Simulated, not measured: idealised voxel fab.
Process module name: voxel gate over fins
Xsec cut, 275 nm wide, square cell size 5 nm.
Bands, listed from the top down, are how a cross-section gets written in this document; the cross-section itself is a grid of square cells, and a band is one or more rows of them.
Top height, bottom height, nm. Materials left to right, width each, nm. Single material + "throughout" = fills band edge to edge. "air" = empty.
Beneath 0, the wafer as received is one material, and that level is where height counting begins. The lowest band goes on downward without a bottom; it is written like "top 0, no bottom".
Width spec "30 to 40" -> top row of cells at first value, bottom row at second value, equal per-row change in between.
The cross-section has no changed cell in any step marked "nothing different".
"Closed internal cavities": sealed empty spaces, 8 cells or more, no open way to top, listed width x height at distance, with distance from the left edge and width, height and distance in nm.
The remark found on a step's line after its settings is issued by the simulator itself and pertains to that step.
Each step line may optionally specify "overlay nm", which for a step with a mask gives the rightward distance between the mask's planned place and where it lay, a negative value indicating the leftward direction.

STEPS PLANNED FOR THE PROCESS
1,RECEIVE | material Si
2,CONFORMAL_DEP | material SiN | thk nm 10
3,DIRECTIONAL_DEP | material aC | thk nm 10
4,PATTERN | tone cover | mask id FINS | material resist | width nm 15 | pitch nm 55 | thk nm 30 | overlay nm 0
5,DIRECTIONAL_ETCH | etch materials aC | depth nm 10
6,STRIP | etch materials resist
7,DIRECTIONAL_ETCH | etch materials SiN | depth nm 10
8,DIRECTIONAL_ETCH | etch materials Si | depth nm 40
9,STRIP | etch materials aC
10,FILL_DEP | material SiO2 | thk nm 10
11,CMP | height nm 10
12,PATTERN | tone open | mask id RAIL | material resist | width nm 15 | thk nm 20 | overlay nm -15
13,DIRECTIONAL_ETCH | etch materials SiO2 | depth nm 45
14,STRIP | etch materials resist
15,CONFORMAL_DEP | material TiN | thk nm 5
16,FILL_DEP | material W | thk nm 5
17,CMP | height nm 10
18,SELECTIVE_ETCH | etch materials W Ru TiN | depth nm 30
19,FILL_DEP | material SiO2 | thk nm 5
20,CMP | height nm 10
21,SELECTIVE_ETCH | etch materials SiO2 | depth nm 25
22,STRIP | etch materials SiN
23,CONFORMAL_DEP | material HfO2 | thk nm 5
24,CONFORMAL_DEP | material TiN | thk nm 5
25,FILL_DEP | material W | thk nm 15
26,CMP | height nm 20
27,CONFORMAL_DEP | material SiCN | thk nm 5
The wafers are alike at the start. At step 12, their overlay nm differs. The plan lists the first wafer's value.

CROSS-SECTIONAL VIEW OF THE FIRST OF SEVERAL WAFERS IN THE AS-RECEIVED CONDITION, CORRESPONDING TO THE STATE FOLLOWING STEP 1
- top 0, no bottom: Si throughout
- Closed internal cavities: none

POST STEP 27, THE CLOSING STEP OF THE MODULE: FIRST OF SEVERAL WAFERS, CROSS-SECTIONED
- top 25, bottom 20: SiCN throughout
- top 20, bottom 10: W throughout
- top 10, bottom 5: 65 nm W, then 35 nm TiN, then 20 nm W, then 35 nm TiN, then 20 nm W, then 35 nm TiN, then 65 nm W
- top 5, bottom 0: 65 nm W, then 5 nm TiN, then 25 nm HfO2, then 5 nm TiN, then 20 nm W, then 5 nm TiN, then 25 nm HfO2, then 5 nm TiN, then 20 nm W, then 5 nm TiN, then 25 nm HfO2, then 5 nm TiN, then 65 nm W
- top 0, bottom -5: 65 nm W, then 5 nm TiN, then 5 nm HfO2, then 15 nm Si, then 5 nm HfO2, then 5 nm TiN, then 20 nm W, then 5 nm TiN, then 5 nm HfO2, then 15 nm Si, then 5 nm HfO2, then 5 nm TiN, then 20 nm W, then 5 nm TiN, then 5 nm HfO2, then 15 nm Si, then 5 nm HfO2, then 5 nm TiN, then 65 nm W
- top -5, bottom -10: 70 nm TiN, then 5 nm HfO2, then 15 nm Si, then 5 nm HfO2, then 30 nm TiN, then 5 nm HfO2, then 15 nm Si, then 5 nm HfO2, then 30 nm TiN, then 5 nm HfO2, then 15 nm Si, then 5 nm HfO2, then 70 nm TiN
- top -10, bottom -15: 75 nm HfO2, then 15 nm Si, then 40 nm HfO2, then 15 nm Si, then 40 nm HfO2, then 15 nm Si, then 75 nm HfO2
- top -15, bottom -20: 75 nm SiO2, then 15 nm Si, then 40 nm SiO2, then 15 nm Si, then 40 nm SiO2, then 15 nm Si, then 75 nm SiO2
- top -20, bottom -35: 75 nm SiO2, then 15 nm Si, then 10 nm TiN, then 30 nm SiO2, then 15 nm Si, then 40 nm SiO2, then 15 nm Si, then 75 nm SiO2
- top -35, bottom -40: 75 nm SiO2, then 15 nm Si, then 40 nm SiO2, then 15 nm Si, then 40 nm SiO2, then 15 nm Si, then 75 nm SiO2
- top -40, no bottom: Si throughout
- Closed internal cavities: none

AT THE END OF THE MODULE, THE LAST OF SEVERAL WAFERS IN CROSS-SECTION
- top 25, bottom 20: SiCN throughout
- top 20, bottom 10: W throughout
- top 10, bottom 5: 65 nm W, then 35 nm TiN, then 20 nm W, then 35 nm TiN, then 20 nm W, then 35 nm TiN, then 65 nm W
- top 5, bottom 0: 65 nm W, then 5 nm TiN, then 25 nm HfO2, then 5 nm TiN, then 20 nm W, then 5 nm TiN, then 25 nm HfO2, then 5 nm TiN, then 20 nm W, then 5 nm TiN, then 25 nm HfO2, then 5 nm TiN, then 65 nm W
- top 0, bottom -5: 65 nm W, then 5 nm TiN, then 5 nm HfO2, then 15 nm Si, then 5 nm HfO2, then 5 nm TiN, then 20 nm W, then 5 nm TiN, then 5 nm HfO2, then 15 nm Si, then 5 nm HfO2, then 5 nm TiN, then 20 nm W, then 5 nm TiN, then 5 nm HfO2, then 15 nm Si, then 5 nm HfO2, then 5 nm TiN, then 65 nm W
- top -5, bottom -10: 70 nm TiN, then 5 nm HfO2, then 15 nm Si, then 5 nm HfO2, then 30 nm TiN, then 5 nm HfO2, then 15 nm Si, then 5 nm HfO2, then 30 nm TiN, then 5 nm HfO2, then 15 nm Si, then 5 nm HfO2, then 70 nm TiN
- top -10, bottom -15: 75 nm HfO2, then 15 nm Si, then 40 nm HfO2, then 15 nm Si, then 40 nm HfO2, then 15 nm Si, then 75 nm HfO2
- top -15, bottom -20: 75 nm SiO2, then 15 nm Si, then 40 nm SiO2, then 15 nm Si, then 40 nm SiO2, then 15 nm Si, then 75 nm SiO2
- top -20, bottom -30: 75 nm SiO2, then 15 nm Si, then 25 nm SiO2, then 5 nm TiN, then 5 nm W, then 5 nm TiN, then 15 nm Si, then 40 nm SiO2, then 15 nm Si, then 75 nm SiO2
- top -30, bottom -35: 75 nm SiO2, then 15 nm Si, then 25 nm SiO2, then 15 nm TiN, then 15 nm Si, then 40 nm SiO2, then 15 nm Si, then 75 nm SiO2
- top -35, bottom -40: 75 nm SiO2, then 15 nm Si, then 40 nm SiO2, then 15 nm Si, then 40 nm SiO2, then 15 nm Si, then 75 nm SiO2
- top -40, no bottom: Si throughout
- Closed internal cavities: none

FOR YOUR REFERENCE, THE TABLE IS ORGANIZED WITH A ROW PER WAFER; EACH ROW REFLECTS THE WAFER AT THE END OF THE MODULE, INDICATING FOR EACH MATERIAL THE CELLS GAINED (+) OR LOST (-) SINCE RECEIPT, AND THEREAFTER ITS CLOSED VOIDS
overlay nm -15 | +73 HfO2 | -368 Si | +55 SiCN | +224 SiO2 | +79 TiN | +212 W | Closed internal cavities: none
overlay nm -10 | +73 HfO2 | -368 Si | +55 SiCN | +221 SiO2 | +80 TiN | +214 W | Closed internal cavities: none
overlay nm -5 | +73 HfO2 | -368 Si | +55 SiCN | +221 SiO2 | +80 TiN | +214 W | Closed internal cavities: none
overlay nm 0 | +73 HfO2 | -368 Si | +55 SiCN | +221 SiO2 | +80 TiN | +214 W | Closed internal cavities: none
overlay nm 5 | +73 HfO2 | -368 Si | +55 SiCN | +221 SiO2 | +80 TiN | +214 W | Closed internal cavities: none
overlay nm 10 | +73 HfO2 | -368 Si | +55 SiCN | +221 SiO2 | +80 TiN | +214 W | Closed internal cavities: none
overlay nm 15 | +73 HfO2 | -368 Si | +55 SiCN | +221 SiO2 | +80 TiN | +214 W | Closed internal cavities: none
